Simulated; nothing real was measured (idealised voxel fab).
process module | voxel double patterning
cross-section cut | 290 nm wide | cells 5 nm
A cross-section is a grid of square cells, given in bands from the top down. A band is one or more rows of cells.
Each band's line starts with the height of the band's top and of its bottom, in nm. Then come its materials from left to right, each with its width in nm. One material with "throughout" fills the band from edge to edge. "air" is empty space.
Height 0 is the level under which the wafer as received is all one material. The lowest band goes on downwards, as in "0 down".
A width such as "30 to 40" changes by the same amount from each row of cells to the next, from the band's top row to its bottom row.
"no change" after a step means that no cell of the cross-section changed.
closed voids: empty space of 8 cells or more with no open way to the top, each as width x height at its distance from the left edge, in nm
after a step's settings: what the simulator itself notes on the step
overlay nm, on a step with a mask: how far to the right of its planned place the mask lay; to the left if negative
plan
1 op RECEIVE | material Si
2 op CONFORMAL_DEP | material SiO2 | thk nm 5
3 op DIRECTIONAL_DEP | material TiN | thk nm 20
4 op DIRECTIONAL_DEP | material SiCN | thk nm 10
5 op DIRECTIONAL_DEP | material aC | thk nm 10
6 op PATTERN | tone open | mask id FIRST | material resist | width nm 15 | pitch nm 50 | thk nm 25 | overlay nm 0
7 op DIRECTIONAL_ETCH | etch materials aC | depth nm 10
8 op STRIP | etch materials resist
9 op DIRECTIONAL_ETCH | etch materials SiCN | depth nm 10
10 op STRIP | etch materials aC
11 op DIRECTIONAL_DEP | material aC | thk nm 15
12 op PATTERN | tone open | mask id SECOND | material resist | width nm 15 | pitch nm 50 | thk nm 35 | overlay nm 0
13 op DIRECTIONAL_ETCH | etch materials aC | depth nm 15
14 op STRIP | etch materials resist
15 op DIRECTIONAL_ETCH | etch materials SiCN | depth nm 10
16 op STRIP | etch materials aC
17 op DIRECTIONAL_ETCH | etch materials TiN | depth nm 20
18 op STRIP | etch materials SiCN
as received, after step 1
  0 down: Si throughout
  closed voids: none
first wafer at the end, as planned
  25 to 5: TiN 85 | air 15 | TiN 10 | air 15 | TiN 10 | air 15 | TiN 10 | air 15 | TiN 10 | air 15 | TiN 90
  5 to 0: SiO2 throughout
  0 down: Si throughout
  closed voids: none
second wafer at the end: like start, like plan, one mistake
  45 to 25: TiN 85 | air 15 | TiN 10 | air 15 | TiN 10 | air 15 | TiN 10 | air 15 | TiN 10 | air 15 | TiN 90
  25 to 5: TiN throughout
  5 to 0: SiO2 throughout
  0 down: Si throughout
  closed voids: none
what went wrong: step 3 was run twice
at the end the second wafer has, in cells: 232 more of TiN
